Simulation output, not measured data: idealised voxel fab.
Process module, titled voxel self aligned contacts
Cross-sectional view cut (width: 150 nm; square cell size: 5 nm).
How to read a cross-section here: the picture is a grid of square cells, written as bands going from the top down, and any band can span one or more rows of cells. It is stipulated that each band's entry specify, in nanometres, the height of the top of the band and then that of its bottom, followed by the materials of the band in left-to-right sequence, each together with its width in nanometres. A single material marked by the word "everywhere" is understood to fill the band from edge to edge; the word "empty" is understood to denote empty space. Ref level 0: as-received wafer is one material below here. Bottom band extends down with no lower bound ("0 down"). So if you see something like "30..40" for the width, read it as the top row of the band sitting at the first number and the bottom row at the second, with every row in between moving by the same amount as the last. For the purposes of this document, the phrase "no change" attached to a step denotes that no cell within the cross-section was modified by that step. Under "Internal closed voids" you'll find the enclosed gaps, the ones with no way out to the top, that are 8 cells or bigger; each reads width x height at distance, with distance counted from the left edge, everything in nm. Text after the settings on a step's line: the simulator's own remark on that step. The "overlay nm" setting may appear on a step's line; for a step that uses a mask, it gives how far to the right of its planned position the mask lay, and a negative value indicates the left.

The steps planned for the process are as follows
step 1: RECEIVE (material Si)
step 2: OXIDIZE (depth nm 5)
step 3: DIRECTIONAL_DEP (material polySi; thk nm 30)
step 4: DIRECTIONAL_DEP (material SiN; thk nm 20)
step 5: MASKED_ETCH (tone cover; mask id GATE; width nm 35; pitch nm 70; etch materials SiN; depth nm 20; overlay nm 0)
step 6: MASKED_ETCH (tone cover; mask id GATE; width nm 35; pitch nm 70; etch materials polySi; depth nm 30; overlay nm 0)
step 7: CONFORMAL_DEP (material SiN; thk nm 5)
step 8: DIRECTIONAL_ETCH (etch materials SiN; depth nm 5)
step 9: FILL_DEP (material SiO2; thk nm 15)
step 10: CMP (height nm 60)
step 11: PATTERN (tone open; mask id CONTACT; material resist; width nm 45; thk nm 20; overlay nm 0)
step 12: DIRECTIONAL_ETCH (etch materials SiO2; depth nm 65)
step 13: STRIP (etch materials resist)
step 14: CONFORMAL_DEP (material TiN; thk nm 5)
step 15: FILL_DEP (material Ru; thk nm 10)
step 16: CMP (height nm 60)
step 17: CONFORMAL_DEP (material SiN; thk nm 5)

Incoming wafer in cross-section (state: after step 1)
	0 down  Si everywhere
	Internal closed voids: none

The cross-section shown corresponds to the wafer at the conclusion of the module. The initial structure and the process plan are those presented above; however, one mistake occurred in executing the plan
	65 to 60  SiN everywhere
	60 to 30  SiO2=5 | SiN=65 | TiN=5 | SiN=65 | SiO2=10
	30 to 10  SiO2=5 | SiN=15 | polySi=35 | SiN=15 | TiN=5 | SiN=15 | polySi=35 | SiN=15 | SiO2=10
	10 to 0  SiN=20 | polySi=35 | SiN=35 | polySi=35 | SiN=25
	0 to -5  SiO2 everywhere
	-5 down  Si everywhere
	Internal closed voids: none
So what did we get wrong on this run? step 7 was processed under conditions differing from the plan, specifically as CONFORMAL_DEP (material SiN; thk nm 15)
